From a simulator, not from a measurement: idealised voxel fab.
process module | voxel plated lines
cross-section cut | 255 nm wide | cells 5 nm
A cross-section is a grid of square cells, given in bands from the top down. A band is one or more rows of cells.
Each band's line starts with the height of the band's top and of its bottom, in nm. Then come its materials from left to right, each with its width in nm. One material with "throughout" fills the band from edge to edge. "air" is empty space.
Height 0 is the level under which the wafer as received is all one material. The lowest band goes on downwards, as in "0 down".
A width such as "30 to 40" changes by the same amount from each row of cells to the next, from the band's top row to its bottom row.
"no change" after a step means that no cell of the cross-section changed.
closed voids: empty space of 8 cells or more with no open way to the top, each as width x height at its distance from the left edge, in nm
after a step's settings: what the simulator itself notes on the step
overlay nm, on a step with a mask: how far to the right of its planned place the mask lay; to the left if negative
plan
1 op RECEIVE | material Si
2 op CONFORMAL_DEP | material Al2O3 | thk nm 10
3 op DIRECTIONAL_DEP | material TiN | thk nm 5
4 op PATTERN | tone open | mask id LINES | material resist | width nm 20 | pitch nm 50 | thk nm 20 | overlay nm 0
5 op EPI | material Ru | thk nm 5
6 op STRIP | etch materials resist
7 op DIRECTIONAL_ETCH | etch materials TiN | depth nm 5
8 op CONFORMAL_DEP | material SiCN | thk nm 5
as received, after step 1
  0 down: Si throughout
  closed voids: none
a wafer at the end: this start, this plan, one mistake
  25 to 20: air 80 | SiCN 40 | air 10 | SiCN 40 | air 85
  20 to 15: air 80 | SiCN 5 | Ru 30 | SiCN 5 | air 10 | SiCN 5 | Ru 30 | SiCN 5 | air 85
  15 to 10: SiCN 85 | TiN 30 | SiCN 20 | TiN 30 | SiCN 90
  10 to 0: Al2O3 throughout
  0 down: Si throughout
  closed voids: none
what went wrong: step 4 ran as: op PATTERN | tone open | mask id LINES | material resist | width nm 30 | pitch nm 50 | thk nm 20 | overlay nm 0
